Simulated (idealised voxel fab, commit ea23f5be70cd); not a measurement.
process module | voxel capacitor over wiring
Square cell edge 5 nm, section width 200 nm, ID cut.
For the purposes of this document, a cross-section shall be understood as a grid of square cells, specified as bands listed in top-to-bottom order, each band consisting of one or more rows of cells. The entry gives the band's vertical extent as a top height and a bottom height in nm, then its horizontal make-up as materials from left to right, each with a width in nm. "empty" stands for empty space; a single material marked "full width" fills the band edge to edge. Heights from 0 (as-received wafer is one material below). Bottom band endless downward, as "z 0 and below". The expression "30->40" gives the width at the extremes of the band, the first number at its top row of cells and the second at its bottom row, with the width changing by equal amounts from each row to the next in between. Where a step carries "everything unchanged", the cross-section came out of it unchanged, cell for cell. Enclosed voids (no open way to top), threshold 8 cells or more, entry "Internal closed voids", notation width x height at distance, distance from left edge, nm. Past the settings on a step's line: simulator remark, on that step. overlay nm: mask right of planned place by this much (step with mask). Neg. = left.
SET OUT BELOW ARE THE PLANNED STEPS OF THE PROCESS
1 RECEIVE | material Si
2 CONFORMAL_DEP | material SiO2 | thk nm 10
3 CONFORMAL_DEP | material SiCN | thk nm 5
4 DIRECTIONAL_DEP | material SiO2 | thk nm 15
5 MASKED_ETCH | tone open | mask id METAL_1 | width nm 20 | pitch nm 70 | etch materials SiO2 | depth nm 15 | overlay nm 0
6 MASKED_ETCH | tone open | mask id METAL_1 | width nm 20 | pitch nm 70 | etch materials SiCN | depth nm 5 | overlay nm 0
7 CONFORMAL_DEP | material TiN | thk nm 5
8 FILL_DEP | material W | thk nm 10
9 CMP | height nm 30
10 CONFORMAL_DEP | material SiCN | thk nm 5
11 DIRECTIONAL_DEP | material lowk | thk nm 20
12 PATTERN | tone open | mask id PLUG_1 | material resist | width nm 15 | thk nm 20 | overlay nm 0
13 DIRECTIONAL_ETCH | etch materials lowk | depth nm 20
14 DIRECTIONAL_ETCH | etch materials SiCN | depth nm 5
15 STRIP | etch materials resist
16 CONFORMAL_DEP | material TiN | thk nm 5
17 FILL_DEP | material Cu | thk nm 10
18 CMP | height nm 55
19 DIRECTIONAL_DEP | material TiN | thk nm 5
20 DIRECTIONAL_DEP | material Al2O3 | thk nm 5
21 DIRECTIONAL_DEP | material TiN | thk nm 10
22 MASKED_ETCH | tone cover | mask id UPPER_PLATE | width nm 55 | etch materials TiN | depth nm 10 | overlay nm 0
23 MASKED_ETCH | tone cover | mask id UPPER_PLATE | width nm 55 | etch materials Al2O3 | depth nm 5 | overlay nm 0
24 MASKED_ETCH | tone cover | mask id LOWER_PLATE | width nm 65 | etch materials TiN | depth nm 5 | overlay nm 0
25 FILL_DEP | material SiO2 | thk nm 15
26 CMP | height nm 85
27 MASKED_ETCH | tone open | mask id PLUG_2 | width nm 15 | etch materials SiO2 | depth nm 10 | overlay nm 0
28 CONFORMAL_DEP | material TiN | thk nm 5
29 FILL_DEP | material Cu | thk nm 10
30 CMP | height nm 85
31 CONFORMAL_DEP | material SiN | thk nm 5
INCOMING WAFER IN CROSS-SECTION (STATE: AFTER STEP 1)
  z 0 and below  Si full width
  Internal closed voids: none
THIS IS HOW THE WAFER LOOKS IN CROSS-SECTION ONCE THE MODULE IS DONE, GIVEN THE STARTING STATE AND PLAN ABOVE AND ONE MISTAKE IN CARRYING THE PLAN OUT
  z 90 to 85  SiN full width
  z 85 to 80  70 nm SiO2; 5 nm TiN; 5 nm Cu; 5 nm TiN; 115 nm SiO2
  z 80 to 75  70 nm SiO2; 15 nm TiN; 115 nm SiO2
  z 75 to 65  60 nm SiO2; 55 nm TiN; 85 nm SiO2
  z 65 to 60  60 nm SiO2; 55 nm Al2O3; 85 nm SiO2
  z 60 to 55  55 nm SiO2; 65 nm TiN; 80 nm SiO2
  z 55 to 35  60 nm lowk; 5 nm TiN; 5 nm Cu; 5 nm TiN; 125 nm lowk
  z 35 to 30  60 nm SiCN; 15 nm TiN; 125 nm SiCN
  z 30 to 20  55 nm SiO2; 5 nm TiN; 10 nm W; 5 nm TiN; 50 nm SiO2; 5 nm TiN; 10 nm W; 5 nm TiN; 55 nm SiO2
  z 20 to 15  55 nm SiCN; 20 nm TiN; 50 nm SiCN; 20 nm TiN; 55 nm SiCN
  z 15 to 0  SiO2 full width
  z 0 and below  Si full width
  Internal closed voids: none
Nonconformance to the process plan: step 2 did not use the planned setting and instead ran as CONFORMAL_DEP | material SiO2 | thk nm 15
